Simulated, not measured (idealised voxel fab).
process module | voxel self aligned contacts
cross-section cut | 180 nm wide | cells 5 nm
A cross-section is a grid of square cells, given in bands from the top down. A band is one or more rows of cells.
Each band's line starts with the height of the band's top and of its bottom, in nm. Then come its materials from left to right, each with its width in nm. One material with "throughout" fills the band from edge to edge. "air" is empty space.
Height 0 is the level under which the wafer as received is all one material. The lowest band goes on downwards, as in "0 down".
A width such as "30 to 40" changes by the same amount from each row of cells to the next, from the band's top row to its bottom row.
"no change" after a step means that no cell of the cross-section changed.
closed voids: empty space of 8 cells or more with no open way to the top, each as width x height at its distance from the left edge, in nm
after a step's settings: what the simulator itself notes on the step
overlay nm, on a step with a mask: how far to the right of its planned place the mask lay; to the left if negative
plan
1 op RECEIVE | material Si
2 op CONFORMAL_DEP | material SiO2 | thk nm 5
3 op DIRECTIONAL_DEP | material polySi | thk nm 20
4 op DIRECTIONAL_DEP | material SiN | thk nm 15
5 op PATTERN | tone cover | mask id GATE | material resist | width nm 30 | pitch nm 60 | thk nm 20 | overlay nm 0
6 op DIRECTIONAL_ETCH | etch materials SiN | depth nm 15
7 op DIRECTIONAL_ETCH | etch materials polySi | depth nm 20
8 op STRIP | etch materials resist
9 op CONFORMAL_DEP | material SiN | thk nm 5
10 op DIRECTIONAL_ETCH | etch materials SiN | depth nm 5
11 op FILL_DEP | material SiO2 | thk nm 15
12 op CMP | height nm 50
13 op PATTERN | tone open | mask id CONTACT | material resist | width nm 40 | thk nm 15 | overlay nm 0
14 op DIRECTIONAL_ETCH | etch materials SiO2 | depth nm 50
15 op STRIP | etch materials resist
16 op CONFORMAL_DEP | material TiN | thk nm 5
17 op FILL_DEP | material Ru | thk nm 10
18 op CMP | height nm 50
19 op CONFORMAL_DEP | material SiN | thk nm 5
as received, after step 1
  0 down: Si throughout
  closed voids: none
a wafer at the end: this start, this plan, one mistake
  55 to 50: SiN throughout
  50 to 40: SiO2 70 | TiN 5 to 15 | Ru 30 to 10 | TiN 5 to 15 | SiO2 70
  40 to 25: SiO2 40 | SiN 40 | TiN 5 | Ru 10 | TiN 5 | SiN 40 | SiO2 40
  25 to 15: SiO2 40 | SiN 5 | polySi 30 | SiN 5 | TiN 5 | Ru 10 | TiN 5 | SiN 5 | polySi 30 | SiN 5 | SiO2 40
  15 to 10: SiO2 40 | SiN 5 | polySi 30 | SiN 5 | TiN 20 | SiN 5 | polySi 30 | SiN 5 | SiO2 40
  10 to 5: SiO2 40 | SiN 5 | polySi 30 | SiN 5 | SiO2 20 | SiN 5 | polySi 30 | SiN 5 | SiO2 40
  5 to 0: SiO2 throughout
  0 down: Si throughout
  closed voids: none
what went wrong: step 14 ran as: op DIRECTIONAL_ETCH | etch materials SiO2 | depth nm 40
